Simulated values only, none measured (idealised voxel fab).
This section sets out a process module, namely voxel fin reveal.
The cross-section shown here is cut; it is 180 nm wide and divided into square cells measuring 5 nm on a side.
In what follows, cross-sections appear as grids of square cells, described through bands that run from the top down, where every band is one or more rows of cells.
Per band: top height and bottom height in nm, followed by the left-to-right materials and their widths in nm; "everywhere" marks a single material spanning edge to edge, "air" marks empty space.
The level at which height equals 0 is the one under which the wafer, as it arrives, is entirely one material. No lower edge exists for the bottom band, which continues downward and is notated as in "top 0, no bottom".
When a width is written as two numbers, as in "30..40", the first number is the width in the top row of cells of the band and the second is the width in its bottom row, and the width changes by the same amount from each row to the next.
You'll sometimes find "remains unaltered" written for a step, and that's the way of saying that nowhere in the cross-section did a cell change during that step.
Entry "Cavities, closed". Content: empty spaces with no open connection to the top, size 8 cells or greater. Each: width x height at distance. Distance: from left edge. Unit: nm.
Text after the settings on a step's line: the simulator's own remark on that step.
overlay nm: for a step with a mask, the amount by which the mask lay right of where it was planned; a negative amount means left of it.
SO HERE'S THE LINEUP OF PROCESS STEPS WE PLANNED
1. RECEIVE,material Si
2. CONFORMAL_DEP,material SiN,thk nm 10
3. DIRECTIONAL_DEP,material aC,thk nm 10
4. PATTERN,tone cover,mask id FINS,material resist,width nm 15,pitch nm 45,thk nm 25,overlay nm 0
5. DIRECTIONAL_ETCH,etch materials aC,depth nm 10
6. STRIP,etch materials resist
7. DIRECTIONAL_ETCH,etch materials SiN,depth nm 10
8. DIRECTIONAL_ETCH,etch materials Si,depth nm 30
9. STRIP,etch materials aC
10. FILL_DEP,material SiO2,thk nm 10
11. CMP,height nm 10
12. SELECTIVE_ETCH,etch materials SiO2,depth nm 30
13. STRIP,etch materials SiN
14. CONFORMAL_DEP,material HfO2,thk nm 5
CROSS-SECTION, INCOMING MATERIAL, AFTER STEP 1
top 0, no bottom = Si everywhere
Cavities, closed: none
RESULT OF THE MODULE, CROSS-SECTIONED: START PER ABOVE, PLAN PER ABOVE, ONE ERROR IN HOW IT WAS RUN
top 5, bottom 0 = 55 nm air; 25 nm HfO2; 20 nm air; 25 nm HfO2; 55 nm air
top 0, bottom -15 = 55 nm air; 5 nm HfO2; 15 nm Si; 5 nm HfO2; 20 nm air; 5 nm HfO2; 15 nm Si; 5 nm HfO2; 55 nm air
top -15, bottom -20 = 35 nm HfO2; 20 nm air; 5 nm HfO2; 15 nm Si; 5 nm HfO2; 20 nm air; 5 nm HfO2; 15 nm Si; 5 nm HfO2; 20 nm air; 35 nm HfO2
top -20, bottom -25 = 30 nm SiO2; 5 nm HfO2; 20 nm air; 5 nm HfO2; 15 nm Si; 5 nm HfO2; 20 nm air; 5 nm HfO2; 15 nm Si; 5 nm HfO2; 20 nm air; 5 nm HfO2; 30 nm SiO2
top -25, bottom -30 = 30 nm SiO2; 30 nm HfO2; 15 nm Si; 30 nm HfO2; 15 nm Si; 30 nm HfO2; 30 nm SiO2
top -30, no bottom = Si everywhere
Cavities, closed: none
What went wrong in running the wafer? steps 12 and 13 swapped
